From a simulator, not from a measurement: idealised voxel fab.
This section sets out a process module, namely voxel capacitor over wiring.
The width of the displayed cross-section, cut, is 140 nm; its cells are square, with a size of 5 nm.
We lay out every cross-section as a grid of square cells and spell it out in bands from the top down, where one band means one or more rows of cells.
A band entry consists of two parts. The first gives the height of the band's top and the height of its bottom, in nm. The rest lists the band's materials from left to right, each with its width in nm. A single material labelled with the word "edge to edge" fills the band from edge to edge, and the word "empty" marks empty space.
Convention: height 0 is the level below which the wafer, as received, is all one material. The lowest band does not terminate at the bottom but continues downward, represented as "0 down".
Quick explanation for "30->40": the width changes in equal steps down the rows of cells, from the first number in the band's top row to the second number in its bottom row.
Basically "nothing was modified" means that step didn't change any cell in the cross-section.
Empty spaces without an open route to the top, at least 8 cells in extent, make up the entry "Enclosed void catalog"; each is given as width x height at distance, where the distance is measured from the left edge, and all are in nm.
Formally, on a step line, whatever follows the settings is a remark that the simulator itself makes on the step.
overlay nm: mask right of planned place by this much (step with mask). Neg. = left.
Set out below are the planned steps of the process
1) RECEIVE | material Si
2) CONFORMAL_DEP | material SiO2 | thk nm 15
3) DIRECTIONAL_DEP | material TiN | thk nm 5
4) DIRECTIONAL_DEP | material Ru | thk nm 15
5) PATTERN | tone cover | mask id METAL_1 | material resist | width nm 25 | pitch nm 85 | thk nm 15 | overlay nm 0
6) DIRECTIONAL_ETCH | etch materials Ru | depth nm 15
7) DIRECTIONAL_ETCH | etch materials TiN | depth nm 5
8) STRIP | etch materials resist
9) FILL_DEP | material lowk | thk nm 10
10) CMP | height nm 35
11) CONFORMAL_DEP | material SiCN | thk nm 5
12) DIRECTIONAL_DEP | material lowk | thk nm 20
13) PATTERN | tone open | mask id PLUG_1 | material resist | width nm 15 | thk nm 15 | overlay nm 0
14) DIRECTIONAL_ETCH | etch materials lowk | depth nm 20
15) DIRECTIONAL_ETCH | etch materials SiCN | depth nm 5
16) STRIP | etch materials resist
17) EPI | material Ru | thk nm 10
18) EPI | material Ru | thk nm 10
19) EPI | material Ru | thk nm 5
20) DIRECTIONAL_DEP | material TiN | thk nm 10
21) DIRECTIONAL_DEP | material SiN | thk nm 5
22) DIRECTIONAL_DEP | material TiN | thk nm 5
23) MASKED_ETCH | tone cover | mask id UPPER_PLATE | width nm 65 | etch materials TiN | depth nm 5 | overlay nm 0
24) MASKED_ETCH | tone cover | mask id UPPER_PLATE | width nm 65 | etch materials SiN | depth nm 5 | overlay nm 0
25) MASKED_ETCH | tone cover | mask id LOWER_PLATE | width nm 75 | etch materials TiN | depth nm 10 | overlay nm 0
26) FILL_DEP | material SiO2 | thk nm 15
27) CMP | height nm 90
28) MASKED_ETCH | tone open | mask id PLUG_2 | width nm 15 | etch materials SiO2 | depth nm 10 | overlay nm 0
29) CONFORMAL_DEP | material TiN | thk nm 5
30) FILL_DEP | material Ru | thk nm 10
31) CMP | height nm 90
32) CONFORMAL_DEP | material SiCN | thk nm 5
First wafer, as planned
As-received wafer cross-section (after step 1)
> 0 down | Si edge to edge
> Enclosed void catalog: none
After step 2, in cross-section
> 15 to 0 | SiO2 edge to edge
> Below 0, the layers are the same as they were.
After step 3, in cross-section
> 20 to 15 | TiN edge to edge
> Below 15, the layers are the same as they were.
After step 4, in cross-section
> 35 to 20 | Ru edge to edge
> Below 20, the layers are the same as they were.
After step 5, in cross-section
> 50 to 35 | empty 15 nm  resist 25 nm  empty 60 nm  resist 25 nm  empty 15 nm
> Below 35, the layers are the same as they were.
After step 6, in cross-section
> 50 to 35 | empty 15 nm  resist 25 nm  empty 60 nm  resist 25 nm  empty 15 nm
> 35 to 20 | empty 15 nm  Ru 25 nm  empty 60 nm  Ru 25 nm  empty 15 nm
> Below 20, the layers are the same as they were.
After step 7, in cross-section
> 50 to 35 | empty 15 nm  resist 25 nm  empty 60 nm  resist 25 nm  empty 15 nm
> 35 to 20 | empty 15 nm  Ru 25 nm  empty 60 nm  Ru 25 nm  empty 15 nm
> 20 to 15 | empty 15 nm  TiN 25 nm  empty 60 nm  TiN 25 nm  empty 15 nm
> Below 15, the layers are the same as they were.
After step 8, in cross-section
> 35 to 20 | empty 15 nm  Ru 25 nm  empty 60 nm  Ru 25 nm  empty 15 nm
> Below 20, the layers are the same as they were.
After step 9, in cross-section
> 45 to 35 | lowk edge to edge
> 35 to 20 | lowk 15 nm  Ru 25 nm  lowk 60 nm  Ru 25 nm  lowk 15 nm
> 20 to 15 | lowk 15 nm  TiN 25 nm  lowk 60 nm  TiN 25 nm  lowk 15 nm
> Below 15, the layers are the same as they were.
After step 10, in cross-section
> 35 to 20 | lowk 15 nm  Ru 25 nm  lowk 60 nm  Ru 25 nm  lowk 15 nm
> Below 20, the layers are the same as they were.
After step 11, in cross-section
> 40 to 35 | SiCN edge to edge
> Below 35, the layers are the same as they were.
After step 12, in cross-section
> 60 to 40 | lowk edge to edge
> Below 40, the layers are the same as they were.
After step 13, in cross-section
> 75 to 60 | resist 25 nm  empty 15 nm  resist 100 nm
> Below 60, the layers are the same as they were.
After step 14, in cross-section
> 75 to 60 | resist 25 nm  empty 15 nm  resist 100 nm
> 60 to 40 | lowk 25 nm  empty 15 nm  lowk 100 nm
> Below 40, the layers are the same as they were.
After step 15, in cross-section
> 75 to 60 | resist 25 nm  empty 15 nm  resist 100 nm
> 60 to 40 | lowk 25 nm  empty 15 nm  lowk 100 nm
> 40 to 35 | SiCN 25 nm  empty 15 nm  SiCN 100 nm
> Below 35, the layers are the same as they were.
After step 16, in cross-section
> 60 to 40 | lowk 25 nm  empty 15 nm  lowk 100 nm
> Below 40, the layers are the same as they were.
After step 17, in cross-section
> 60 to 45 | lowk 25 nm  empty 15 nm  lowk 100 nm
> 45 to 40 | lowk 25 nm  Ru 15 nm  lowk 100 nm
> 40 to 35 | SiCN 25 nm  Ru 15 nm  SiCN 100 nm
> Below 35, the layers are the same as they were.
After step 18, in cross-section
> 60 to 55 | lowk 25 nm  empty 15 nm  lowk 100 nm
> 55 to 40 | lowk 25 nm  Ru 15 nm  lowk 100 nm
> Below 40, the layers are the same as they were.
After step 19, in cross-section
> 60 to 40 | lowk 25 nm  Ru 15 nm  lowk 100 nm
> Below 40, the layers are the same as they were.
After step 20, in cross-section
> 70 to 60 | TiN edge to edge
> Below 60, the layers are the same as they were.
After step 21, in cross-section
> 75 to 70 | SiN edge to edge
> Below 70, the layers are the same as they were.
After step 22, in cross-section
> 80 to 75 | TiN edge to edge
> Below 75, the layers are the same as they were.
After step 23, in cross-section
> 80 to 75 | empty 25 nm  TiN 65 nm  empty 50 nm
> Below 75, the layers are the same as they were.
After step 24, in cross-section
> 80 to 75 | empty 25 nm  TiN 65 nm  empty 50 nm
> 75 to 70 | empty 25 nm  SiN 65 nm  empty 50 nm
> Below 70, the layers are the same as they were.
After step 25, in cross-section
> 80 to 75 | empty 25 nm  TiN 65 nm  empty 50 nm
> 75 to 70 | empty 25 nm  SiN 65 nm  empty 50 nm
> 70 to 60 | empty 20 nm  TiN 75 nm  empty 45 nm
> Below 60, the layers are the same as they were.
After step 26, in cross-section
> 95 to 80 | SiO2 edge to edge
> 80 to 75 | SiO2 25 nm  TiN 65 nm  SiO2 50 nm
> 75 to 70 | SiO2 25 nm  SiN 65 nm  SiO2 50 nm
> 70 to 60 | SiO2 20 nm  TiN 75 nm  SiO2 45 nm
> Below 60, the layers are the same as they were.
After step 27, in cross-section
> 90 to 80 | SiO2 edge to edge
> Below 80, the layers are the same as they were.
After step 28, in cross-section
> 90 to 80 | SiO2 35 nm  empty 15 nm  SiO2 90 nm
> Below 80, the layers are the same as they were.
After step 29, in cross-section
> 95 to 90 | TiN 40 nm  empty 5 nm  TiN 95 nm
> 90 to 85 | SiO2 35 nm  TiN 5 nm  empty 5 nm  TiN 5 nm  SiO2 90 nm
> 85 to 75 | SiO2 35->25 nm  TiN 15->65 nm  SiO2 90->50 nm
> Below 75, the layers are the same as they were.
After step 30, in cross-section
> 105 to 95 | Ru edge to edge
> 95 to 90 | TiN 40 nm  Ru 5 nm  TiN 95 nm
> 90 to 85 | SiO2 35 nm  TiN 5 nm  Ru 5 nm  TiN 5 nm  SiO2 90 nm
> Below 85, the layers are the same as they were.
After step 31, in cross-section
> 90 to 85 | SiO2 35 nm  TiN 5 nm  Ru 5 nm  TiN 5 nm  SiO2 90 nm
> Below 85, the layers are the same as they were.
After step 32, in cross-section
> 95 to 90 | SiCN edge to edge
> Below 90, the layers are the same as they were.
For the second wafer, take the first wafer's start and plan, then add one mistake made in running it; everything through step 11, that step included, is shared with the first
Second wafer: cross-section at the scheduled end of step 12
> 80 to 40 | lowk edge to edge
> Below 40, the layers are the same as they were.
Second wafer: cross-section at the scheduled end of step 13
> 95 to 80 | resist 25 nm  empty 15 nm  resist 100 nm
> Below 80, the layers are the same as they were.
Second wafer: cross-section at the scheduled end of step 14
> 95 to 80 | resist 25 nm  empty 15 nm  resist 100 nm
> 80 to 60 | lowk 25 nm  empty 15 nm  lowk 100 nm
> Below 60, the layers are the same as they were.
Second wafer: cross-section at the scheduled end of step 15: nothing was modified
Second wafer: cross-section at the scheduled end of step 16
> 80 to 60 | lowk 25 nm  empty 15 nm  lowk 100 nm
> Below 60, the layers are the same as they were.
Second wafer: cross-section at the scheduled end of step 17: nothing was modified
Second wafer: cross-section at the scheduled end of step 18: nothing was modified
Second wafer: cross-section at the scheduled end of step 19: nothing was modified
Second wafer: cross-section at the scheduled end of step 20
> 90 to 80 | TiN 25 nm  empty 15 nm  TiN 100 nm
> 80 to 70 | lowk 25 nm  empty 15 nm  lowk 100 nm
> 70 to 60 | lowk 25 nm  TiN 15 nm  lowk 100 nm
> Below 60, the layers are the same as they were.
Second wafer: cross-section at the scheduled end of step 21
> 95 to 90 | SiN 25 nm  empty 15 nm  SiN 100 nm
> 90 to 80 | TiN 25 nm  empty 15 nm  TiN 100 nm
> 80 to 75 | lowk 25 nm  empty 15 nm  lowk 100 nm
> 75 to 70 | lowk 25 nm  SiN 15 nm  lowk 100 nm
> Below 70, the layers are the same as they were.
Second wafer: cross-section at the scheduled end of step 22
> 100 to 95 | TiN 25 nm  empty 15 nm  TiN 100 nm
> 95 to 90 | SiN 25 nm  empty 15 nm  SiN 100 nm
> 90 to 80 | TiN 25 nm  empty 15 nm  TiN 100 nm
> 80 to 75 | lowk 25 nm  TiN 15 nm  lowk 100 nm
> Below 75, the layers are the same as they were.
Second wafer: cross-section at the scheduled end of step 23
> 100 to 95 | empty 40 nm  TiN 50 nm  empty 50 nm
> Below 95, the layers are the same as they were.
Second wafer: cross-section at the scheduled end of step 24
> 100 to 95 | empty 40 nm  TiN 50 nm  empty 50 nm
> 95 to 90 | empty 40 nm  SiN 50 nm  empty 50 nm
> Below 90, the layers are the same as they were.
Second wafer: cross-section at the scheduled end of step 25
> 100 to 95 | empty 40 nm  TiN 50 nm  empty 50 nm
> 95 to 90 | empty 40 nm  SiN 50 nm  empty 50 nm
> 90 to 80 | empty 20 nm  TiN 5 nm  empty 15 nm  TiN 55 nm  empty 45 nm
> Below 80, the layers are the same as they were.
Second wafer: cross-section at the scheduled end of step 26
> 115 to 100 | SiO2 edge to edge
> 100 to 95 | SiO2 40 nm  TiN 50 nm  SiO2 50 nm
> 95 to 90 | SiO2 40 nm  SiN 50 nm  SiO2 50 nm
> 90 to 80 | SiO2 20 nm  TiN 5 nm  SiO2 15 nm  TiN 55 nm  SiO2 45 nm
> Below 80, the layers are the same as they were.
Second wafer: cross-section at the scheduled end of step 27
> 90 to 80 | SiO2 20 nm  TiN 5 nm  SiO2 15 nm  TiN 55 nm  SiO2 45 nm
> Below 80, the layers are the same as they were.
Second wafer: cross-section at the scheduled end of step 28
> 90 to 80 | SiO2 20 nm  TiN 5 nm  SiO2 10 nm  empty 5 nm  TiN 55 nm  SiO2 45 nm
> Below 80, the layers are the same as they were.
Second wafer: cross-section at the scheduled end of step 29
> 95 to 90 | TiN edge to edge
> 90 to 80 | SiO2 20 nm  TiN 5 nm  SiO2 10 nm  TiN 60 nm  SiO2 45 nm
> Below 80, the layers are the same as they were.
Second wafer: cross-section at the scheduled end of step 30
> 105 to 95 | Ru edge to edge
> Below 95, the layers are the same as they were.
Second wafer: cross-section at the scheduled end of step 31
> 90 to 80 | SiO2 20 nm  TiN 5 nm  SiO2 10 nm  TiN 60 nm  SiO2 45 nm
> Below 80, the layers are the same as they were.
Second wafer: cross-section at the scheduled end of step 32
> 95 to 90 | SiCN edge to edge
> Below 90, the layers are the same as they were.
Nonconformance to the process plan: step 12 of the plan saw execution twice
Counted in cells at the end, the second wafer holds more or fewer of these materials than the first: 16 fewer of Ru | 3 more of SiCN | 10 fewer of SiN | 76 fewer of SiO2 | 13 fewer of TiN | 112 more of lowk
